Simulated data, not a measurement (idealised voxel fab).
Process module in this document: voxel transistor to metal
FYI the section here is cut, 170 nm wide, cells are 5 nm squares.
How to read a cross-section here: the picture is a grid of square cells, written as bands going from the top down, and any band can span one or more rows of cells.
Band: top and bottom heights (nm) first, top before bottom; then materials from left to right, widths in nm. "throughout" marks a sole material filling the band edge to edge. "empty" denotes empty space.
All heights in this document are referenced to 0, defined as the level beneath which the wafer, as received, consists entirely of one material. The lowest band is not bounded below; it extends indefinitely downward and is written in the form "0 -> down".
The width entry "30->40" should be interpreted row by row: the top row of cells in the band takes the first number, the bottom row takes the second number, and the change between adjacent rows is uniform throughout.
Basically "remains unaltered" means that step didn't change any cell in the cross-section.
Closed-off voids of 8+ cells (no open route to the top) go in "Sealed void listing", written width x height at distance from the left edge, in nm.
Anything after a step's settings on that line? It's the simulator's own note about the step.
The line of a step may include "overlay nm". On a step with a mask, this value is how far to the right of its planned place the mask lay. A negative value means the mask lay to the left.
PROCESS STEPS FORESEEN IN THE PLAN
1: RECEIVE [material Si]
2: OXIDIZE [depth nm 5]
3: CONFORMAL_DEP [material SiN] [thk nm 10]
4: DIRECTIONAL_DEP [material aC] [thk nm 10]
5: PATTERN [tone cover] [mask id ACTIVE] [material resist] [width nm 105] [thk nm 25] [overlay nm 0]
6: DIRECTIONAL_ETCH [etch materials aC] [depth nm 10]
7: STRIP [etch materials resist]
8: DIRECTIONAL_ETCH [etch materials SiN] [depth nm 10]
9: DIRECTIONAL_ETCH [etch materials SiO2] [depth nm 5]
10: DIRECTIONAL_ETCH [etch materials Si] [depth nm 30]
11: STRIP [etch materials aC]
12: FILL_DEP [material SiO2] [thk nm 10]
13: CMP [height nm 10]
14: SELECTIVE_ETCH [etch materials SiO2] [depth nm 10]
15: STRIP [etch materials SiN]
16: SELECTIVE_ETCH [etch materials SiO2] [depth nm 5]
17: OXIDIZE [depth nm 5]
18: DIRECTIONAL_DEP [material polySi] [thk nm 30]
19: DIRECTIONAL_DEP [material SiCN] [thk nm 15]
20: DIRECTIONAL_DEP [material aC] [thk nm 10]
21: PATTERN [tone cover] [mask id GATE] [material resist] [width nm 25] [thk nm 25] [overlay nm 0]
22: DIRECTIONAL_ETCH [etch materials aC] [depth nm 10]
23: STRIP [etch materials resist]
24: DIRECTIONAL_ETCH [etch materials SiCN] [depth nm 25]
25: DIRECTIONAL_ETCH [etch materials polySi] [depth nm 40]
26: STRIP [etch materials aC]
27: CONFORMAL_DEP [material SiN] [thk nm 10]
28: DIRECTIONAL_ETCH [etch materials SiN] [depth nm 10]
29: DIRECTIONAL_ETCH [etch materials SiO2] [depth nm 5]
30: DIRECTIONAL_ETCH [etch materials Si] [depth nm 5]
31: EPI [material nSi] [thk nm 5]
32: FILL_DEP [material SiO2] [thk nm 5]
33: CMP [height nm 25]
34: STRIP [etch materials polySi]
35: SELECTIVE_ETCH [etch materials SiO2] [depth nm 5]
36: CONFORMAL_DEP [material HfO2] [thk nm 5]
37: CONFORMAL_DEP [material TiN] [thk nm 5]
38: FILL_DEP [material W] [thk nm 5]
39: CMP [height nm 20]
40: DIRECTIONAL_DEP [material SiO2] [thk nm 10]
41: MASKED_ETCH [tone open] [mask id CONTACT] [width nm 20] [pitch nm 75] [etch materials SiO2] [depth nm 40] [overlay nm 0]
42: CONFORMAL_DEP [material TiN] [thk nm 5]
43: FILL_DEP [material Ru] [thk nm 10]
44: CMP [height nm 30]
45: CONFORMAL_DEP [material SiCN] [thk nm 5]
46: DIRECTIONAL_DEP [material SiO2] [thk nm 25]
47: DIRECTIONAL_DEP [material aC] [thk nm 10]
48: PATTERN [tone open] [mask id METAL_1] [material resist] [width nm 20] [pitch nm 75] [thk nm 30] [overlay nm 0]
49: DIRECTIONAL_ETCH [etch materials aC] [depth nm 10]
50: STRIP [etch materials resist]
51: DIRECTIONAL_ETCH [etch materials SiO2] [depth nm 25]
52: DIRECTIONAL_ETCH [etch materials SiCN] [depth nm 5]
53: STRIP [etch materials aC]
54: CONFORMAL_DEP [material TiN] [thk nm 5]
55: FILL_DEP [material Cu] [thk nm 5]
56: CMP [height nm 60]
57: CONFORMAL_DEP [material SiN] [thk nm 5]
WAFER AS RECEIVED: CROSS-SECTION FOLLOWING STEP 1
	0 -> down: Si throughout
	Sealed void listing: none
RUN AS PLANNED - FIRST OF THE TWO WAFERS CROSS-SECTIONED AT THE END OF THE MODULE
	65 -> 60: SiN throughout
	60 -> 35: SiO2 (35), then TiN (5), then Cu (10), then TiN (5), then SiO2 (55), then TiN (5), then Cu (10), then TiN (5), then SiO2 (40)
	35 -> 30: SiCN (35), then TiN (20), then SiCN (55), then TiN (20), then SiCN (40)
	30 -> 20: SiO2 (35), then TiN (5), then Ru (10), then TiN (5), then SiO2 (55), then TiN (5), then Ru (10), then TiN (5), then SiO2 (40)
	20 -> 0: SiO2 (35), then TiN (5), then Ru (10), then TiN (5), then SiO2 (5), then SiN (10), then HfO2 (5), then TiN (5), then W (5), then TiN (5), then HfO2 (5), then SiN (10), then SiO2 (5), then TiN (5), then Ru (10), then TiN (5), then SiO2 (40)
	0 -> -5: SiO2 (35), then TiN (5), then Ru (10), then TiN (5), then SiO2 (5), then SiN (10), then HfO2 (5), then TiN (15), then HfO2 (5), then SiN (10), then SiO2 (5), then TiN (5), then Ru (10), then TiN (5), then SiO2 (40)
	-5 -> -10: SiO2 (35), then TiN (20), then nSi (5), then SiO2 (5), then HfO2 (35), then SiO2 (5), then nSi (5), then TiN (20), then SiO2 (40)
	-10 -> -15: SiO2 (30), then nSi (30), then Si (45), then nSi (30), then SiO2 (35)
	-15 -> -35: SiO2 (30), then Si (105), then SiO2 (35)
	-35 -> down: Si throughout
	Sealed void listing: none
WAFER TWO, END OF MODULE, CROSS-SECTION. SAME START, SAME PLAN AS WAFER ONE. ONE MISTAKE IN THE RUN
	65 -> 60: SiN throughout
	60 -> 35: SiO2 (35), then TiN (5), then Cu (10), then TiN (5), then SiO2 (55), then TiN (5), then Cu (10), then TiN (5), then SiO2 (40)
	35 -> 30: SiCN (35), then TiN (20), then SiCN (55), then TiN (20), then SiCN (40)
	30 -> 20: SiO2 (40), then TiN (5), then Ru (10), then TiN (5), then SiO2 (55), then TiN (5), then Ru (10), then TiN (5), then SiO2 (35)
	20 -> 0: SiO2 (40), then TiN (5), then Ru (10), then TiN (5), then SiN (10), then HfO2 (5), then TiN (5), then W (5), then TiN (5), then HfO2 (5), then SiN (10), then SiO2 (10), then TiN (5), then Ru (10), then TiN (5), then SiO2 (35)
	0 -> -5: SiO2 (40), then TiN (5), then Ru (5), then TiN (10), then SiN (10), then HfO2 (5), then TiN (15), then HfO2 (5), then SiN (10), then SiO2 (10), then TiN (5), then Ru (10), then TiN (5), then SiO2 (35)
	-5 -> -10: SiO2 (40), then TiN (15), then nSi (5), then SiO2 (5), then HfO2 (35), then SiO2 (5), then nSi (5), then SiO2 (5), then TiN (20), then SiO2 (35)
	-10 -> -15: SiO2 (30), then nSi (30), then Si (45), then nSi (30), then SiO2 (35)
	-15 -> -35: SiO2 (30), then Si (105), then SiO2 (35)
	-35 -> down: Si throughout
	Sealed void listing: none
What went wrong in running the wafer? step 41 ran differently from the plan; actual operation with settings: MASKED_ETCH [tone open] [mask id CONTACT] [width nm 20] [pitch nm 75] [etch materials SiO2] [depth nm 40] [overlay nm 5]
Cell-count delta at end, second wafer over first, by material: -1 Ru; +1 SiO2
